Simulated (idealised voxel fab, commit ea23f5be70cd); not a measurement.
Process module name: voxel ribs on slabs
Each square cell in cross-section cut measures 5 nm, and the section as a whole is 185 nm wide.
A cross-section is a grid of square cells, given in bands from the top down. A band is one or more rows of cells. Each band's line starts with the height of the band's top and of its bottom, in nm. Then come its materials from left to right, each with its width in nm. One material with "all across" fills the band from edge to edge. "air" is empty space. Beneath 0, the wafer as received is one material, and that level is where height counting begins. The lowest band goes on downward without a bottom; it is written like "0 down". Note: "30->40" means the width goes from the first number (top row of the band) to the second number (bottom row) in equal steps per row of cells. Given "remained unchanged" for a step, no cell of the cross-section differs between before and after that step. "Closed void catalog" enumerates empty spaces isolated from the top, with no open way to it, that contain at least 8 cells, giving each as width x height at distance from the left edge, all three in nm. Whatever follows a step's settings on its line is a remark the simulator itself makes about that step. "overlay nm" on a masked step: distance the mask lay right of its planned place, negative for left.

### The following list gives the planned process steps
1,RECEIVE: material Si
2,DIRECTIONAL_DEP: material SiO2, thk nm 25
3,DIRECTIONAL_DEP: material SiN, thk nm 20
4,MASKED_ETCH: tone cover, mask id RIB, width nm 25, etch materials SiN, depth nm 10, overlay nm 0
5,MASKED_ETCH: tone cover, mask id SLAB, width nm 75, etch materials SiN, depth nm 10, overlay nm 0
6,FILL_DEP: material SiO2, thk nm 25
7,CMP: height nm 60
8,DIRECTIONAL_DEP: material TiN, thk nm 10
9,MASKED_ETCH: tone cover, mask id HEATER, width nm 35, etch materials TiN, depth nm 10, overlay nm 0
10,CONFORMAL_DEP: material SiO2, thk nm 5

### Wafer cross-section on receipt, i.e. after step 1
0 down = Si all across
Closed void catalog: none

### Cross-section, first of two wafers, end of module, run as planned
75 to 70 = air: 70; SiO2: 45; air: 70
70 to 65 = air: 70; SiO2: 5; TiN: 35; SiO2: 5; air: 70
65 to 60 = SiO2: 75; TiN: 35; SiO2: 75
60 to 45 = SiO2 all across
45 to 35 = SiO2: 80; SiN: 25; SiO2: 80
35 to 25 = SiO2: 55; SiN: 75; SiO2: 55
25 to 0 = SiO2 all across
0 down = Si all across
Closed void catalog: none

### Wafer two, end of module, cross-section. Same start, same plan as wafer one. One mistake in the run
75 to 65 = air: 70; TiN: 45; air: 70
65 to 60 = TiN all across
60 to 45 = SiO2 all across
45 to 35 = SiO2: 80; SiN: 25; SiO2: 80
35 to 25 = SiO2: 55; SiN: 75; SiO2: 55
25 to 0 = SiO2 all across
0 down = Si all across
Closed void catalog: none
Run error: contrary to plan, step 10 was performed as CONFORMAL_DEP: material TiN, thk nm 5
The second wafer ends with more or fewer cells of some materials than the first, per final count: SiO2: 41 fewer, TiN: 41 more
